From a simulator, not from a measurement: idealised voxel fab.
A process module follows: voxel ribs on slabs.
Square cells of 5 nm make up the cross-section cut, whose width is 270 nm.
This document writes a cross-section as a grid whose cells are square, and gives it as bands, listed from the top down; one or more rows of cells form a band.
Top height, bottom height, nm. Materials left to right, width each, nm. Single material + "everywhere" = fills band edge to edge. "blank" = empty.
Heights are reckoned from 0. Under this level, the received wafer is all of one material. The bottommost band is open-ended downward, for example "from 0 down".
Think of "30->40" as a width that walks from the first number to the second as you go down the band, top row to bottom row, taking equal-sized steps from row to row.
It should be understood that the words "changes: none", when stated for a given step, signify that the cross-section underwent no change in any of its cells during that step.
You'll see "Encapsulated voids" listing empty spaces that have no way open to the top, as long as they're 8 cells or more; the notation is width x height at distance, where the distance is from the left edge, and all of it is in nm.
Formally, on a step line, whatever follows the settings is a remark that the simulator itself makes on the step.
A step line may carry the setting "overlay nm", which, for steps involving a mask, states the distance by which the mask lay to the right of its intended position; negative values denote displacement to the left.

Steps planned for the process
1: RECEIVE, material Si
2: DIRECTIONAL_DEP, material SiO2, thk nm 25
3: DIRECTIONAL_DEP, material SiN, thk nm 20
4: PATTERN, tone cover, mask id RIB, material resist, width nm 30, thk nm 15, overlay nm 0
5: DIRECTIONAL_ETCH, etch materials SiN, depth nm 15
6: STRIP, etch materials resist
7: MASKED_ETCH, tone cover, mask id SLAB, width nm 80, etch materials SiN, depth nm 5, overlay nm 0
8: FILL_DEP, material SiO2, thk nm 25
9: CMP, height nm 65
10: DIRECTIONAL_DEP, material TiN, thk nm 5
11: DIRECTIONAL_DEP, material aC, thk nm 15
12: PATTERN, tone cover, mask id HEATER, material resist, width nm 40, thk nm 35, overlay nm 0
13: DIRECTIONAL_ETCH, etch materials aC, depth nm 15
14: STRIP, etch materials resist
15: DIRECTIONAL_ETCH, etch materials TiN, depth nm 5
16: STRIP, etch materials aC
17: CONFORMAL_DEP, material SiO2, thk nm 10

First wafer of two (run as planned)

The cross-section here shows the wafer as received, i.e. in its state after step 1
* from 0 down = Si everywhere
* Encapsulated voids: none

The following cross-section depicts the wafer upon completion of step 2
* from 25 to 0 = SiO2 everywhere
* Everything under 0 stays put, no change at all.

The following cross-section depicts the wafer upon completion of step 3
* from 45 to 25 = SiN everywhere
* Everything under 25 stays put, no change at all.

The following cross-section depicts the wafer upon completion of step 4
* from 60 to 45 = blank 120 nm | resist 30 nm | blank 120 nm
* Everything under 45 stays put, no change at all.

The following cross-section depicts the wafer upon completion of step 5
* from 60 to 45 = blank 120 nm | resist 30 nm | blank 120 nm
* from 45 to 30 = blank 120 nm | SiN 30 nm | blank 120 nm
* Everything under 30 stays put, no change at all.

The following cross-section depicts the wafer upon completion of step 6
* from 45 to 30 = blank 120 nm | SiN 30 nm | blank 120 nm
* Everything under 30 stays put, no change at all.

The following cross-section depicts the wafer upon completion of step 7
* from 45 to 30 = blank 120 nm | SiN 30 nm | blank 120 nm
* from 30 to 25 = blank 95 nm | SiN 80 nm | blank 95 nm
* Everything under 25 stays put, no change at all.

The following cross-section depicts the wafer upon completion of step 8
* from 70 to 45 = SiO2 everywhere
* from 45 to 30 = SiO2 120 nm | SiN 30 nm | SiO2 120 nm
* from 30 to 25 = SiO2 95 nm | SiN 80 nm | SiO2 95 nm
* Everything under 25 stays put, no change at all.

The following cross-section depicts the wafer upon completion of step 9
* from 65 to 45 = SiO2 everywhere
* Everything under 45 stays put, no change at all.

The following cross-section depicts the wafer upon completion of step 10
* from 70 to 65 = TiN everywhere
* Everything under 65 stays put, no change at all.

The following cross-section depicts the wafer upon completion of step 11
* from 85 to 70 = aC everywhere
* Everything under 70 stays put, no change at all.

The following cross-section depicts the wafer upon completion of step 12
* from 120 to 85 = blank 115 nm | resist 40 nm | blank 115 nm
* Everything under 85 stays put, no change at all.

The following cross-section depicts the wafer upon completion of step 13
* from 105 to 85 = blank 115 nm | resist 40 nm | blank 115 nm
* from 85 to 70 = blank 115 nm | aC 40 nm | blank 115 nm
* Everything under 70 stays put, no change at all.

The following cross-section depicts the wafer upon completion of step 14
* from 85 to 70 = blank 115 nm | aC 40 nm | blank 115 nm
* Everything under 70 stays put, no change at all.

The following cross-section depicts the wafer upon completion of step 15
* from 85 to 70 = blank 115 nm | aC 40 nm | blank 115 nm
* from 70 to 65 = blank 115 nm | TiN 40 nm | blank 115 nm
* Everything under 65 stays put, no change at all.

The following cross-section depicts the wafer upon completion of step 16
* from 70 to 65 = blank 115 nm | TiN 40 nm | blank 115 nm
* Everything under 65 stays put, no change at all.

The following cross-section depicts the wafer upon completion of step 17
* from 80 to 75 = blank 105 nm | SiO2 60 nm | blank 105 nm
* from 75 to 70 = SiO2 everywhere
* from 70 to 65 = SiO2 115 nm | TiN 40 nm | SiO2 115 nm
* Everything under 65 stays put, no change at all.

It is to be noted that the second wafer proceeded from the same initial state and according to the same plan as the first, although one mistake was committed in its execution; through step 2, inclusive, the two wafers share an identical history

The second wafer in cross-section, at the planned close of step 3
* from 65 to 25 = SiN everywhere
* Everything under 25 stays put, no change at all.

The second wafer in cross-section, at the planned close of step 4
* from 80 to 65 = blank 120 nm | resist 30 nm | blank 120 nm
* Everything under 65 stays put, no change at all.

The second wafer in cross-section, at the planned close of step 5
* from 80 to 65 = blank 120 nm | resist 30 nm | blank 120 nm
* from 65 to 50 = blank 120 nm | SiN 30 nm | blank 120 nm
* Everything under 50 stays put, no change at all.

The second wafer in cross-section, at the planned close of step 6
* from 65 to 50 = blank 120 nm | SiN 30 nm | blank 120 nm
* Everything under 50 stays put, no change at all.

The second wafer in cross-section, at the planned close of step 7
* from 65 to 50 = blank 120 nm | SiN 30 nm | blank 120 nm
* from 50 to 45 = blank 95 nm | SiN 80 nm | blank 95 nm
* Everything under 45 stays put, no change at all.

The second wafer in cross-section, at the planned close of step 8
* from 90 to 65 = SiO2 everywhere
* from 65 to 50 = SiO2 120 nm | SiN 30 nm | SiO2 120 nm
* from 50 to 45 = SiO2 95 nm | SiN 80 nm | SiO2 95 nm
* Everything under 45 stays put, no change at all.

The second wafer in cross-section, at the planned close of step 9
* from 65 to 50 = SiO2 120 nm | SiN 30 nm | SiO2 120 nm
* Everything under 50 stays put, no change at all.

The second wafer in cross-section, at the planned close of step 10
* from 70 to 65 = TiN everywhere
* Everything under 65 stays put, no change at all.

The second wafer in cross-section, at the planned close of step 11
* from 85 to 70 = aC everywhere
* Everything under 70 stays put, no change at all.

The second wafer in cross-section, at the planned close of step 12
* from 120 to 85 = blank 115 nm | resist 40 nm | blank 115 nm
* Everything under 85 stays put, no change at all.

The second wafer in cross-section, at the planned close of step 13
* from 105 to 85 = blank 115 nm | resist 40 nm | blank 115 nm
* from 85 to 70 = blank 115 nm | aC 40 nm | blank 115 nm
* Everything under 70 stays put, no change at all.

The second wafer in cross-section, at the planned close of step 14
* from 85 to 70 = blank 115 nm | aC 40 nm | blank 115 nm
* Everything under 70 stays put, no change at all.

The second wafer in cross-section, at the planned close of step 15
* from 85 to 70 = blank 115 nm | aC 40 nm | blank 115 nm
* from 70 to 65 = blank 115 nm | TiN 40 nm | blank 115 nm
* Everything under 65 stays put, no change at all.

The second wafer in cross-section, at the planned close of step 16
* from 70 to 65 = blank 115 nm | TiN 40 nm | blank 115 nm
* Everything under 65 stays put, no change at all.

The second wafer in cross-section, at the planned close of step 17
* from 80 to 75 = blank 105 nm | SiO2 60 nm | blank 105 nm
* from 75 to 70 = SiO2 everywhere
* from 70 to 65 = SiO2 115 nm | TiN 40 nm | SiO2 115 nm
* Everything under 65 stays put, no change at all.
Plan not followed: execution of plan step 3 occurred twice
End of process, cell counts, second wafer against first, materials with more or fewer: SiN +216; SiO2 -216
